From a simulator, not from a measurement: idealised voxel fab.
The name of this process module is voxel tone inversion.
Section shown: cut. Width: 285 nm. Cell size: 5 nm, square.
The cross-sections in this document take the form of a grid made of square cells. They are written out as bands, in order from top to bottom. Each band consists of one or more rows of cells.
First you get the band's top height and its bottom height, in nm, and then the materials it's made of, left to right, with each width in nm. If you see a single material with "full width", that one covers the band edge to edge. "empty" is empty space.
Where do heights start? At 0: under that level the wafer as delivered is made of one material only. And the lowest band has no floor; it just carries on downward, as in "top 0, no bottom".
Per-row width for "30->40": begins at first number (top row of band), ends at second number (bottom row), increment between rows held constant.
Where the words "all unchanged" appear for a step, the cross-section shows no cell changed by that step; every cell remained as before.
Closed-off voids of 8+ cells (no open route to the top) go in "Internal closed voids", written width x height at distance from the left edge, in nm.
Read whatever lies past the settings on a step's line as the simulator's own remark about the step.
"overlay nm" answers the question of how far to the right of plan the mask lay on a step that has a mask, and when it is negative the answer is to the left.
THIS SECTION LISTS THE PROCESS STEPS THAT WERE PLANNED
1,op RECEIVE | material Si
2,op CONFORMAL_DEP | material SiN | thk nm 5
3,op DIRECTIONAL_DEP | material aC | thk nm 20
4,op PATTERN | tone cover | mask id POSTS | material resist | width nm 15 | pitch nm 45 | thk nm 25 | overlay nm 0
5,op DIRECTIONAL_ETCH | etch materials aC | depth nm 20
6,op STRIP | etch materials resist
7,op FILL_DEP | material SiO2 | thk nm 10
8,op CMP | height nm 25
9,op STRIP | etch materials aC
10,op CONFORMAL_DEP | material TiN | thk nm 5
11,op FILL_DEP | material Ru | thk nm 5
12,op CMP | height nm 25
13,op CONFORMAL_DEP | material SiCN | thk nm 5
THE FIRST WAFER OF TWO, PROCESSED AS PLANNED
CROSS-SECTION OF THE INCOMING WAFER, STATE AFTER STEP 1
	top 0, no bottom: Si full width
	Internal closed voids: none
YOU'RE LOOKING AT A CROSS-SECTION OF THE WAFER AFTER STEP 2
	top 5, bottom 0: SiN full width
	Lower than 0, everything is as it was.
YOU'RE LOOKING AT A CROSS-SECTION OF THE WAFER AFTER STEP 3
	top 25, bottom 5: aC full width
	Lower than 5, everything is as it was.
YOU'RE LOOKING AT A CROSS-SECTION OF THE WAFER AFTER STEP 4
	top 50, bottom 25: empty 110 | resist 15 | empty 30 | resist 15 | empty 115
	Lower than 25, everything is as it was.
YOU'RE LOOKING AT A CROSS-SECTION OF THE WAFER AFTER STEP 5
	top 30, bottom 25: empty 110 | resist 15 | empty 30 | resist 15 | empty 115
	top 25, bottom 5: empty 110 | aC 15 | empty 30 | aC 15 | empty 115
	Lower than 5, everything is as it was.
YOU'RE LOOKING AT A CROSS-SECTION OF THE WAFER AFTER STEP 6
	top 25, bottom 5: empty 110 | aC 15 | empty 30 | aC 15 | empty 115
	Lower than 5, everything is as it was.
YOU'RE LOOKING AT A CROSS-SECTION OF THE WAFER AFTER STEP 7
	top 35, bottom 25: SiO2 full width
	top 25, bottom 5: SiO2 110 | aC 15 | SiO2 30 | aC 15 | SiO2 115
	Lower than 5, everything is as it was.
YOU'RE LOOKING AT A CROSS-SECTION OF THE WAFER AFTER STEP 8
	top 25, bottom 5: SiO2 110 | aC 15 | SiO2 30 | aC 15 | SiO2 115
	Lower than 5, everything is as it was.
YOU'RE LOOKING AT A CROSS-SECTION OF THE WAFER AFTER STEP 9
	top 25, bottom 5: SiO2 110 | empty 15 | SiO2 30 | empty 15 | SiO2 115
	Lower than 5, everything is as it was.
YOU'RE LOOKING AT A CROSS-SECTION OF THE WAFER AFTER STEP 10
	top 30, bottom 25: TiN 115 | empty 5 | TiN 40 | empty 5 | TiN 120
	top 25, bottom 10: SiO2 110 | TiN 5 | empty 5 | TiN 5 | SiO2 30 | TiN 5 | empty 5 | TiN 5 | SiO2 115
	top 10, bottom 5: SiO2 110 | TiN 15 | SiO2 30 | TiN 15 | SiO2 115
	Lower than 5, everything is as it was.
YOU'RE LOOKING AT A CROSS-SECTION OF THE WAFER AFTER STEP 11
	top 35, bottom 30: Ru full width
	top 30, bottom 25: TiN 115 | Ru 5 | TiN 40 | Ru 5 | TiN 120
	top 25, bottom 10: SiO2 110 | TiN 5 | Ru 5 | TiN 5 | SiO2 30 | TiN 5 | Ru 5 | TiN 5 | SiO2 115
	Lower than 10, everything is as it was.
YOU'RE LOOKING AT A CROSS-SECTION OF THE WAFER AFTER STEP 12
	top 25, bottom 10: SiO2 110 | TiN 5 | Ru 5 | TiN 5 | SiO2 30 | TiN 5 | Ru 5 | TiN 5 | SiO2 115
	Lower than 10, everything is as it was.
YOU'RE LOOKING AT A CROSS-SECTION OF THE WAFER AFTER STEP 13
	top 30, bottom 25: SiCN full width
	Lower than 25, everything is as it was.
REGARDING THE SECOND OF THE TWO WAFERS: IT SHARED THE FIRST WAFER'S STARTING CONDITION AND PROCESS PLAN, YET ONE ERROR OCCURRED DURING ITS EXECUTION. ITS HISTORY COINCIDES WITH THAT OF THE FIRST WAFER UP TO AND INCLUDING STEP 12
SECOND WAFER, SECTION VIEW, TIME POINT: SCHEDULED END OF STEP 13
	top 40, bottom 25: SiCN full width
	Lower than 25, everything is as it was.
Error vs. plan: step 13 changed vs plan, executed as op CONFORMAL_DEP | material SiCN | thk nm 15
Per the end-of-run cell counts, the second wafer holds more or fewer of some materials than the first: SiCN +114
